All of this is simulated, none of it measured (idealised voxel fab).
Process module, titled voxel double patterning
Shown is cross-section cut, with a width of 245 nm and square cells of size 5 nm.
A cross-section is written here as square cells arranged in a grid, and it is given in bands from the top down, each band taking up one or more rows of cells. Within each band entry, the heights of the top and of the bottom of the band appear first, in that order and in nm; the materials of the band then follow from left to right, each with its corresponding width in nm. The designation "throughout" on a single material indicates that it fills the band from edge to edge; the designation "empty" indicates empty space. Where do heights start? At 0: under that level the wafer as delivered is made of one material only. And the lowest band has no floor; it just carries on downward, as in "from 0 down". The width entry "30->40" should be interpreted row by row: the top row of cells in the band takes the first number, the bottom row takes the second number, and the change between adjacent rows is uniform throughout. You'll sometimes find "everything unchanged" written for a step, and that's the way of saying that nowhere in the cross-section did a cell change during that step. Basically, "Closed internal cavities" tells you about the enclosed voids: empty spaces with no open way to the top, 8 cells or bigger, each written width x height at distance, where distance is from the left edge, all in nm. That trailing text on a step's line, after the settings, is the simulator's own remark on the step. On any step carrying a mask, the "overlay nm" setting, if present on the step's line, tells how far right of its planned place the mask lay; negative values point to the left.

Here's what the planned process steps look like:
1) RECEIVE with material Si
2) CONFORMAL_DEP with material SiO2, thk nm 10
3) DIRECTIONAL_DEP with material W, thk nm 10
4) DIRECTIONAL_DEP with material SiN, thk nm 10
5) DIRECTIONAL_DEP with material aC, thk nm 10
6) PATTERN with tone open, mask id FIRST, material resist, width nm 15, pitch nm 50, thk nm 25, overlay nm 0
7) DIRECTIONAL_ETCH with etch materials aC, depth nm 10
8) STRIP with etch materials resist
9) DIRECTIONAL_ETCH with etch materials SiN, depth nm 10
10) STRIP with etch materials aC
11) MASKED_ETCH with tone open, mask id SECOND, width nm 15, etch materials SiN, depth nm 10, overlay nm 0
12) DIRECTIONAL_ETCH with etch materials W, depth nm 10
13) STRIP with etch materials SiN

Incoming wafer, cross-sectional view, post step 1:
	from 0 down  Si throughout
	Closed internal cavities: none

Cross-section, end of module. Start: as above. Plan: as above. Execution: one mistake:
	from 20 to 10  W (90)  empty (20)  W (5)  empty (15)  W (10)  empty (20)  W (85)
	from 10 to 0  SiO2 throughout
	from 0 down  Si throughout
	Closed internal cavities: none
Short version of what went wrong: step 6 did not use the planned setting and instead ran as PATTERN with tone open, mask id FIRST, material resist, width nm 20, pitch nm 50, thk nm 25, overlay nm 0
